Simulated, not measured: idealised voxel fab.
Process module, titled voxel wiring stack
Each square cell in cross-section cut measures 5 nm, and the section as a whole is 165 nm wide.
This document writes a cross-section as a grid whose cells are square, and gives it as bands, listed from the top down; one or more rows of cells form a band.
What a band's entry tells you: where the top is and where the bottom is, as heights in nm, and after that what lies inside, material by material from left to right, each with its width in nm. Empty space is written as the word "empty", and a single material marked with the word "all across" occupies the band from edge to edge.
Heads up on the height convention: 0 is the point under which the incoming wafer is all one material, and the lowest band has no bottom, it just keeps going down, like "top 0, no bottom".
A width given as "30 to 40" starts at the first number in the band's top row and ends at the second number in its bottom row, shifting by an equal amount at every step from row to row.
A step reported as "nothing was modified" is a step in which no cell of the cross-section changed.
Each empty space that has no open way to the top and spans at least 8 cells appears under "Closed void register" as width x height at distance, the distance counted from the left edge, all in nm.
On a step's line, text after the settings is the simulator commenting on that step.
"overlay nm" on a masked step: distance the mask lay right of its planned place, negative for left.

# Process steps foreseen in the plan
1 op RECEIVE | material Si
2 op CONFORMAL_DEP | material SiO2 | thk nm 15
3 op CONFORMAL_DEP | material SiCN | thk nm 5
4 op DIRECTIONAL_DEP | material SiO2 | thk nm 20
5 op PATTERN | tone open | mask id METAL_1 | material resist | width nm 25 | pitch nm 50 | thk nm 20 | overlay nm 0
6 op DIRECTIONAL_ETCH | etch materials SiO2 | depth nm 20
7 op DIRECTIONAL_ETCH | etch materials SiCN | depth nm 5
8 op STRIP | etch materials resist
9 op CONFORMAL_DEP | material TiN | thk nm 5
10 op FILL_DEP | material Cu | thk nm 10
11 op CMP | height nm 40
12 op EPI | material Ru | thk nm 5
13 op FILL_DEP | material SiCN | thk nm 5
14 op DIRECTIONAL_DEP | material SiO2 | thk nm 15
15 op DIRECTIONAL_DEP | material aC | thk nm 10
16 op PATTERN | tone open | mask id PLUG_1 | material resist | width nm 15 | thk nm 25 | overlay nm 0
17 op DIRECTIONAL_ETCH | etch materials aC | depth nm 10
18 op STRIP | etch materials resist
19 op DIRECTIONAL_ETCH | etch materials SiO2 | depth nm 15
20 op DIRECTIONAL_ETCH | etch materials SiCN | depth nm 5
21 op STRIP | etch materials aC
22 op CONFORMAL_DEP | material TiN | thk nm 5
23 op FILL_DEP | material Cu | thk nm 5
24 op CMP | height nm 65
25 op DIRECTIONAL_DEP | material TiN | thk nm 5
26 op DIRECTIONAL_DEP | material W | thk nm 15
27 op MASKED_ETCH | tone cover | mask id METAL_2 | width nm 25 | pitch nm 50 | etch materials W | depth nm 15 | overlay nm 0
28 op MASKED_ETCH | tone cover | mask id METAL_2 | width nm 25 | pitch nm 50 | etch materials TiN | depth nm 5 | overlay nm 0
29 op FILL_DEP | material lowk | thk nm 10
30 op CMP | height nm 85
31 op CONFORMAL_DEP | material SiCN | thk nm 5
32 op DIRECTIONAL_DEP | material lowk | thk nm 25
33 op DIRECTIONAL_DEP | material aC | thk nm 10
34 op PATTERN | tone open | mask id METAL_3_HOLES | material resist | width nm 15 | thk nm 30 | overlay nm 0
35 op DIRECTIONAL_ETCH | etch materials aC | depth nm 10
36 op STRIP | etch materials resist
37 op DIRECTIONAL_ETCH | etch materials lowk | depth nm 25
38 op STRIP | etch materials aC
39 op MASKED_ETCH | tone open | mask id METAL_3 | width nm 25 | pitch nm 50 | etch materials lowk | depth nm 15 | overlay nm 0
40 op MASKED_ETCH | tone open | mask id METAL_3 | width nm 25 | pitch nm 50 | etch materials SiCN | depth nm 5 | overlay nm 0
41 op CONFORMAL_DEP | material TiN | thk nm 5
42 op FILL_DEP | material Ru | thk nm 5
43 op CMP | height nm 115
44 op CONFORMAL_DEP | material SiCN | thk nm 5
45 op DIRECTIONAL_DEP | material SiO2 | thk nm 30
46 op DIRECTIONAL_DEP | material aC | thk nm 15
47 op PATTERN | tone open | mask id METAL_4_HOLES | material resist | width nm 15 | pitch nm 50 | thk nm 30 | overlay nm 0
48 op DIRECTIONAL_ETCH | etch materials aC | depth nm 15
49 op STRIP | etch materials resist
50 op DIRECTIONAL_ETCH | etch materials SiO2 | depth nm 30
51 op STRIP | etch materials aC
52 op DIRECTIONAL_DEP | material aC | thk nm 15
53 op PATTERN | tone open | mask id METAL_4 | material resist | width nm 25 | pitch nm 50 | thk nm 30 | overlay nm -15
54 op DIRECTIONAL_ETCH | etch materials aC | depth nm 15
55 op STRIP | etch materials resist
56 op DIRECTIONAL_ETCH | etch materials SiO2 | depth nm 15
57 op DIRECTIONAL_ETCH | etch materials SiCN | depth nm 5
58 op STRIP | etch materials aC
59 op CONFORMAL_DEP | material TiN | thk nm 5
60 op FILL_DEP | material Cu | thk nm 5
61 op CMP | height nm 150
62 op CONFORMAL_DEP | material SiN | thk nm 5
The plan shows the overlay nm of step 53 as the first wafer had it; this setting differs between the wafers, which start out alike.

# The first of several wafers in cross-section, exactly as it reached us after step 1
> top 0, no bottom  Si all across
> Closed void register: none

# Rows = wafers. At module end, each row lists per material the cells gained (+) or lost (-) since the wafer was received, then the closed voids
overlay nm -15 | +49 Cu | +29 Ru | +131 SiCN | +33 SiN | +425 SiO2 | +105 TiN | +30 W | +221 lowk | Closed void register: none
overlay nm -10 | +47 Cu | +29 Ru | +129 SiCN | +33 SiN | +431 SiO2 | +103 TiN | +30 W | +221 lowk | Closed void register: none
overlay nm -5 | +47 Cu | +29 Ru | +129 SiCN | +33 SiN | +431 SiO2 | +103 TiN | +30 W | +221 lowk | Closed void register: none
overlay nm 0 | +47 Cu | +29 Ru | +129 SiCN | +33 SiN | +431 SiO2 | +103 TiN | +30 W | +221 lowk | Closed void register: none
overlay nm 5 | +49 Cu | +29 Ru | +131 SiCN | +33 SiN | +425 SiO2 | +105 TiN | +30 W | +221 lowk | Closed void register: none
overlay nm 10 | +53 Cu | +29 Ru | +133 SiCN | +33 SiN | +419 SiO2 | +105 TiN | +30 W | +221 lowk | Closed void register: none
overlay nm 15 | +57 Cu | +29 Ru | +135 SiCN | +33 SiN | +413 SiO2 | +105 TiN | +30 W | +221 lowk | Closed void register: none
